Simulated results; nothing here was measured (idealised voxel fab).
This section sets out a process module, namely voxel self aligned contacts.
The figure presents cross-section cut, which has a width of 250 nm and is divided into square cells with an edge length of 5 nm.
In what follows, cross-sections appear as grids of square cells, described through bands that run from the top down, where every band is one or more rows of cells. What a band's entry tells you: where the top is and where the bottom is, as heights in nm, and after that what lies inside, material by material from left to right, each with its width in nm. Empty space is written as the word "blank", and a single material marked with the word "edge to edge" occupies the band from edge to edge. Height datum 0, below which the as-received substrate wafer is one material. Lowest band open at the bottom, running downward: "0 -> down". The width entry "30->40" should be interpreted row by row: the top row of cells in the band takes the first number, the bottom row takes the second number, and the change between adjacent rows is uniform throughout. For the purposes of this document, the phrase "remained unchanged" attached to a step denotes that no cell within the cross-section was modified by that step. "Sealed void inventory": empty spaces of 8 cells or more with no open way to the top, each given as width x height at distance, distance from the left edge, all in nm. Post-settings text on a step line: simulator's own remark regarding the step. The setting "overlay nm" may be written on the line of a step. When the step uses a mask, the value reports how far to the right of the planned place the mask lay, and a negative value reports that it lay to the left.

**Intended process steps**
1. RECEIVE [material Si]
2. CONFORMAL_DEP [material SiO2] [thk nm 5]
3. DIRECTIONAL_DEP [material polySi] [thk nm 25]
4. DIRECTIONAL_DEP [material SiN] [thk nm 20]
5. DIRECTIONAL_DEP [material aC] [thk nm 10]
6. PATTERN [tone cover] [mask id GATE] [material resist] [width nm 35] [pitch nm 70] [thk nm 30] [overlay nm 0]
7. DIRECTIONAL_ETCH [etch materials aC] [depth nm 10]
8. STRIP [etch materials resist]
9. DIRECTIONAL_ETCH [etch materials SiN] [depth nm 20]
10. DIRECTIONAL_ETCH [etch materials polySi] [depth nm 25]
11. STRIP [etch materials aC]
12. CONFORMAL_DEP [material SiN] [thk nm 5]
13. DIRECTIONAL_ETCH [etch materials SiN] [depth nm 5]
14. FILL_DEP [material SiO2] [thk nm 15]
15. CMP [height nm 60]
16. DIRECTIONAL_DEP [material aC] [thk nm 10]
17. PATTERN [tone open] [mask id CONTACT] [material resist] [width nm 55] [pitch nm 70] [thk nm 25] [overlay nm 0]
18. DIRECTIONAL_ETCH [etch materials aC] [depth nm 10]
19. STRIP [etch materials resist]
20. DIRECTIONAL_ETCH [etch materials SiO2] [depth nm 60]
21. STRIP [etch materials aC]
22. CONFORMAL_DEP [material TiN] [thk nm 5]
23. FILL_DEP [material Ru] [thk nm 10]
24. CMP [height nm 60]
25. CONFORMAL_DEP [material SiN] [thk nm 5]

**Incoming wafer in cross-section (state: after step 1)**
  0 -> down | Si edge to edge
  Sealed void inventory: none

**What the wafer looks like in cross-section after this module, when it starts as shown above and follows the plan above but one mistake is made in running it**
  65 -> 60 | SiN edge to edge
  60 -> 50 | SiO2: 60; TiN: 5->20; Ru: 45->15; TiN: 5->20; SiO2: 15; TiN: 5->20; Ru: 45->15; TiN: 5->20; SiO2: 65
  50 -> 30 | SiO2: 30; SiN: 45; TiN: 5; Ru: 15; TiN: 5; SiN: 45; TiN: 5; Ru: 15; TiN: 5; SiN: 45; SiO2: 35
  30 -> 15 | SiO2: 30; SiN: 5; polySi: 35; SiN: 5; TiN: 5; Ru: 15; TiN: 5; SiN: 5; polySi: 35; SiN: 5; TiN: 5; Ru: 15; TiN: 5; SiN: 5; polySi: 35; SiN: 5; SiO2: 35
  15 -> 10 | SiO2: 30; SiN: 5; polySi: 35; SiN: 5; TiN: 25; SiN: 5; polySi: 35; SiN: 5; TiN: 25; SiN: 5; polySi: 35; SiN: 5; SiO2: 35
  10 -> 5 | SiN: 35; polySi: 35; SiN: 35; polySi: 35; SiN: 35; polySi: 35; SiN: 40
  5 -> 0 | SiO2 edge to edge
  0 -> down | Si edge to edge
  Sealed void inventory: none
What was the processing mistake? step 12 ran in the slot meant for step 13, and vice versa
